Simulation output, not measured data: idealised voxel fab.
process module | voxel capacitor over wiring
cross-section cut | 265 nm wide | cells 5 nm
A cross-section is a grid of square cells, given in bands from the top down. A band is one or more rows of cells.
Each band's line starts with the height of the band's top and of its bottom, in nm. Then come its materials from left to right, each with its width in nm. One material with "throughout" fills the band from edge to edge. "air" is empty space.
Height 0 is the level under which the wafer as received is all one material. The lowest band goes on downwards, as in "0 down".
A width such as "30 to 40" changes by the same amount from each row of cells to the next, from the band's top row to its bottom row.
"no change" after a step means that no cell of the cross-section changed.
closed voids: empty space of 8 cells or more with no open way to the top, each as width x height at its distance from the left edge, in nm
after a step's settings: what the simulator itself notes on the step
overlay nm, on a step with a mask: how far to the right of its planned place the mask lay; to the left if negative
plan
1 op RECEIVE | material Si
2 op CONFORMAL_DEP | material SiO2 | thk nm 15
3 op CONFORMAL_DEP | material SiN | thk nm 5
4 op DIRECTIONAL_DEP | material SiO2 | thk nm 25
5 op MASKED_ETCH | tone open | mask id METAL_1 | width nm 30 | pitch nm 90 | etch materials SiO2 | depth nm 25 | overlay nm 0
6 op MASKED_ETCH | tone open | mask id METAL_1 | width nm 30 | pitch nm 90 | etch materials SiN | depth nm 5 | overlay nm 0
7 op CONFORMAL_DEP | material TiN | thk nm 5
8 op FILL_DEP | material Cu | thk nm 10
9 op CMP | height nm 45
10 op CONFORMAL_DEP | material SiCN | thk nm 5
11 op DIRECTIONAL_DEP | material SiO2 | thk nm 15
12 op PATTERN | tone open | mask id PLUG_1 | material resist | width nm 15 | thk nm 15 | overlay nm 0
13 op DIRECTIONAL_ETCH | etch materials SiO2 | depth nm 15
14 op DIRECTIONAL_ETCH | etch materials SiCN | depth nm 5
15 op STRIP | etch materials resist
16 op EPI | material Ru | thk nm 10
17 op EPI | material Ru | thk nm 10
18 op DIRECTIONAL_DEP | material TiN | thk nm 5
19 op DIRECTIONAL_DEP | material HfO2 | thk nm 5
20 op DIRECTIONAL_DEP | material TiN | thk nm 10
21 op PATTERN | tone cover | mask id UPPER_PLATE | material resist | width nm 65 | thk nm 15 | overlay nm 0
22 op DIRECTIONAL_ETCH | etch materials TiN | depth nm 10
23 op DIRECTIONAL_ETCH | etch materials HfO2 | depth nm 5
24 op STRIP | etch materials resist
25 op PATTERN | tone cover | mask id LOWER_PLATE | material resist | width nm 75 | thk nm 15 | overlay nm 0
26 op DIRECTIONAL_ETCH | etch materials TiN | depth nm 5
27 op STRIP | etch materials resist
28 op FILL_DEP | material SiO2 | thk nm 15
29 op CMP | height nm 95
30 op PATTERN | tone open | mask id PLUG_2 | material resist | width nm 15 | thk nm 20 | overlay nm 0
31 op DIRECTIONAL_ETCH | etch materials SiO2 | depth nm 10
32 op STRIP | etch materials resist
33 op CONFORMAL_DEP | material TiN | thk nm 5
34 op FILL_DEP | material Cu | thk nm 10
35 op CMP | height nm 95
36 op CONFORMAL_DEP | material SiN | thk nm 5
first wafer, as planned
as received, after step 1
  0 down: Si throughout
  closed voids: none
after step 2
  15 to 0: SiO2 throughout
  below 0: unchanged
after step 3
  20 to 15: SiN throughout
  below 15: unchanged
after step 4
  45 to 20: SiO2 throughout
  below 20: unchanged
after step 5
  45 to 20: SiO2 70 | air 30 | SiO2 60 | air 30 | SiO2 75
  below 20: unchanged
after step 6
  45 to 20: SiO2 70 | air 30 | SiO2 60 | air 30 | SiO2 75
  20 to 15: SiN 70 | air 30 | SiN 60 | air 30 | SiN 75
  below 15: unchanged
after step 7
  50 to 45: TiN 75 | air 20 | TiN 70 | air 20 | TiN 80
  45 to 20: SiO2 70 | TiN 5 | air 20 | TiN 5 | SiO2 60 | TiN 5 | air 20 | TiN 5 | SiO2 75
  20 to 15: SiN 70 | TiN 30 | SiN 60 | TiN 30 | SiN 75
  below 15: unchanged
after step 8
  60 to 50: Cu throughout
  50 to 45: TiN 75 | Cu 20 | TiN 70 | Cu 20 | TiN 80
  45 to 20: SiO2 70 | TiN 5 | Cu 20 | TiN 5 | SiO2 60 | TiN 5 | Cu 20 | TiN 5 | SiO2 75
  below 20: unchanged
after step 9
  45 to 20: SiO2 70 | TiN 5 | Cu 20 | TiN 5 | SiO2 60 | TiN 5 | Cu 20 | TiN 5 | SiO2 75
  below 20: unchanged
after step 10
  50 to 45: SiCN throughout
  below 45: unchanged
after step 11
  65 to 50: SiO2 throughout
  below 50: unchanged
after step 12
  80 to 65: resist 85 | air 15 | resist 165
  below 65: unchanged
after step 13
  80 to 65: resist 85 | air 15 | resist 165
  65 to 50: SiO2 85 | air 15 | SiO2 165
  below 50: unchanged
after step 14
  80 to 65: resist 85 | air 15 | resist 165
  65 to 50: SiO2 85 | air 15 | SiO2 165
  50 to 45: SiCN 85 | air 15 | SiCN 165
  below 45: unchanged
after step 15
  65 to 50: SiO2 85 | air 15 | SiO2 165
  below 50: unchanged
after step 16
  65 to 55: SiO2 85 | air 15 | SiO2 165
  55 to 50: SiO2 85 | Ru 15 | SiO2 165
  50 to 45: SiCN 85 | Ru 15 | SiCN 165
  below 45: unchanged
after step 17
  65 to 50: SiO2 85 | Ru 15 | SiO2 165
  below 50: unchanged
after step 18
  70 to 65: TiN throughout
  below 65: unchanged
after step 19
  75 to 70: HfO2 throughout
  below 70: unchanged
after step 20
  85 to 75: TiN throughout
  below 75: unchanged
after step 21
  100 to 85: air 85 | resist 65 | air 115
  below 85: unchanged
after step 22
  100 to 85: air 85 | resist 65 | air 115
  85 to 75: air 85 | TiN 65 | air 115
  below 75: unchanged
after step 23
  100 to 85: air 85 | resist 65 | air 115
  85 to 75: air 85 | TiN 65 | air 115
  75 to 70: air 85 | HfO2 65 | air 115
  below 70: unchanged
after step 24
  85 to 75: air 85 | TiN 65 | air 115
  below 75: unchanged
after step 25
  100 to 85: air 80 | resist 75 | air 110
  85 to 75: air 80 | resist 5 | TiN 65 | resist 5 | air 110
  75 to 70: air 80 | resist 5 | HfO2 65 | resist 5 | air 110
  below 70: unchanged
after step 26
  100 to 85: air 80 | resist 75 | air 110
  85 to 75: air 80 | resist 5 | TiN 65 | resist 5 | air 110
  75 to 70: air 80 | resist 5 | HfO2 65 | resist 5 | air 110
  70 to 65: air 80 | TiN 75 | air 110
  below 65: unchanged
after step 27
  85 to 75: air 85 | TiN 65 | air 115
  75 to 70: air 85 | HfO2 65 | air 115
  below 70: unchanged
after step 28
  100 to 85: SiO2 throughout
  85 to 75: SiO2 85 | TiN 65 | SiO2 115
  75 to 70: SiO2 85 | HfO2 65 | SiO2 115
  70 to 65: SiO2 80 | TiN 75 | SiO2 110
  below 65: unchanged
after step 29
  95 to 85: SiO2 throughout
  below 85: unchanged
after step 30
  115 to 95: resist 95 | air 15 | resist 155
  below 95: unchanged
after step 31
  115 to 95: resist 95 | air 15 | resist 155
  95 to 85: SiO2 95 | air 15 | SiO2 155
  below 85: unchanged
after step 32
  95 to 85: SiO2 95 | air 15 | SiO2 155
  below 85: unchanged
after step 33
  100 to 95: TiN 100 | air 5 | TiN 160
  95 to 90: SiO2 95 | TiN 5 | air 5 | TiN 5 | SiO2 155
  90 to 85: SiO2 95 | TiN 15 | SiO2 155
  below 85: unchanged
after step 34
  110 to 100: Cu throughout
  100 to 95: TiN 100 | Cu 5 | TiN 160
  95 to 90: SiO2 95 | TiN 5 | Cu 5 | TiN 5 | SiO2 155
  below 90: unchanged
after step 35
  95 to 90: SiO2 95 | TiN 5 | Cu 5 | TiN 5 | SiO2 155
  below 90: unchanged
after step 36
  100 to 95: SiN throughout
  below 95: unchanged
second wafer: like start, like plan, one mistake. Through step 10 it matches the first wafer
when step 11 should have ended
  70 to 50: SiO2 throughout
  below 50: unchanged
when step 12 should have ended
  85 to 70: resist 85 | air 15 | resist 165
  below 70: unchanged
when step 13 should have ended
  85 to 70: resist 85 | air 15 | resist 165
  70 to 55: SiO2 85 | air 15 | SiO2 165
  below 55: unchanged
when step 14 should have ended: no change
when step 15 should have ended
  70 to 55: SiO2 85 | air 15 | SiO2 165
  below 55: unchanged
when step 16 should have ended: no change
when step 17 should have ended: no change
when step 18 should have ended
  75 to 70: TiN 85 | air 15 | TiN 165
  70 to 60: SiO2 85 | air 15 | SiO2 165
  60 to 55: SiO2 85 | TiN 15 | SiO2 165
  below 55: unchanged
when step 19 should have ended
  80 to 75: HfO2 85 | air 15 | HfO2 165
  75 to 70: TiN 85 | air 15 | TiN 165
  70 to 65: SiO2 85 | air 15 | SiO2 165
  65 to 60: SiO2 85 | HfO2 15 | SiO2 165
  below 60: unchanged
when step 20 should have ended
  90 to 80: TiN 85 | air 15 | TiN 165
  80 to 75: HfO2 85 | air 15 | HfO2 165
  75 to 70: TiN throughout
  70 to 65: SiO2 85 | TiN 15 | SiO2 165
  below 65: unchanged
when step 21 should have ended
  105 to 90: air 85 | resist 65 | air 115
  90 to 80: TiN 85 | resist 15 | TiN 165
  80 to 75: HfO2 85 | resist 15 | HfO2 165
  below 75: unchanged
when step 22 should have ended
  105 to 90: air 85 | resist 65 | air 115
  90 to 80: air 85 | resist 15 | TiN 50 | air 115
  below 80: unchanged
when step 23 should have ended
  105 to 90: air 85 | resist 65 | air 115
  90 to 80: air 85 | resist 15 | TiN 50 | air 115
  80 to 75: air 85 | resist 15 | HfO2 50 | air 115
  below 75: unchanged
when step 24 should have ended
  90 to 80: air 100 | TiN 50 | air 115
  80 to 75: air 100 | HfO2 50 | air 115
  below 75: unchanged
when step 25 should have ended
  105 to 90: air 80 | resist 75 | air 110
  90 to 80: air 80 | resist 20 | TiN 50 | resist 5 | air 110
  80 to 75: air 80 | resist 20 | HfO2 50 | resist 5 | air 110
  below 75: unchanged
when step 26 should have ended
  105 to 90: air 80 | resist 75 | air 110
  90 to 80: air 80 | resist 20 | TiN 50 | resist 5 | air 110
  80 to 75: air 80 | resist 20 | HfO2 50 | resist 5 | air 110
  75 to 70: air 80 | TiN 75 | air 110
  below 70: unchanged
when step 27 should have ended
  90 to 80: air 100 | TiN 50 | air 115
  80 to 75: air 100 | HfO2 50 | air 115
  below 75: unchanged
when step 28 should have ended
  105 to 90: SiO2 throughout
  90 to 80: SiO2 100 | TiN 50 | SiO2 115
  80 to 75: SiO2 100 | HfO2 50 | SiO2 115
  75 to 65: SiO2 80 to 85 | TiN 75 to 15 | SiO2 110 to 165
  below 65: unchanged
when step 29 should have ended
  95 to 90: SiO2 throughout
  below 90: unchanged
when step 30 should have ended
  115 to 95: resist 95 | air 15 | resist 155
  below 95: unchanged
when step 31 should have ended
  115 to 95: resist 95 | air 15 | resist 155
  95 to 90: SiO2 95 | air 15 | SiO2 155
  90 to 85: SiO2 95 | air 5 | TiN 50 | SiO2 115
  below 85: unchanged
when step 32 should have ended
  95 to 90: SiO2 95 | air 15 | SiO2 155
  below 90: unchanged
when step 33 should have ended
  100 to 95: TiN 100 | air 5 | TiN 160
  95 to 85: SiO2 95 | TiN 15 to 55 | SiO2 155 to 115
  below 85: unchanged
when step 34 should have ended
  110 to 100: Cu throughout
  100 to 95: TiN 100 | Cu 5 | TiN 160
  below 95: unchanged
when step 35 should have ended
  95 to 85: SiO2 95 | TiN 15 to 55 | SiO2 155 to 115
  below 85: unchanged
when step 36 should have ended
  100 to 95: SiN throughout
  below 95: unchanged
what went wrong: step 11 ran as: op DIRECTIONAL_DEP | material SiO2 | thk nm 20
at the end the second wafer has, in cells: 1 fewer of Cu | 12 fewer of Ru | 3 more of SiCN | 11 more of SiO2 | 1 fewer of TiN
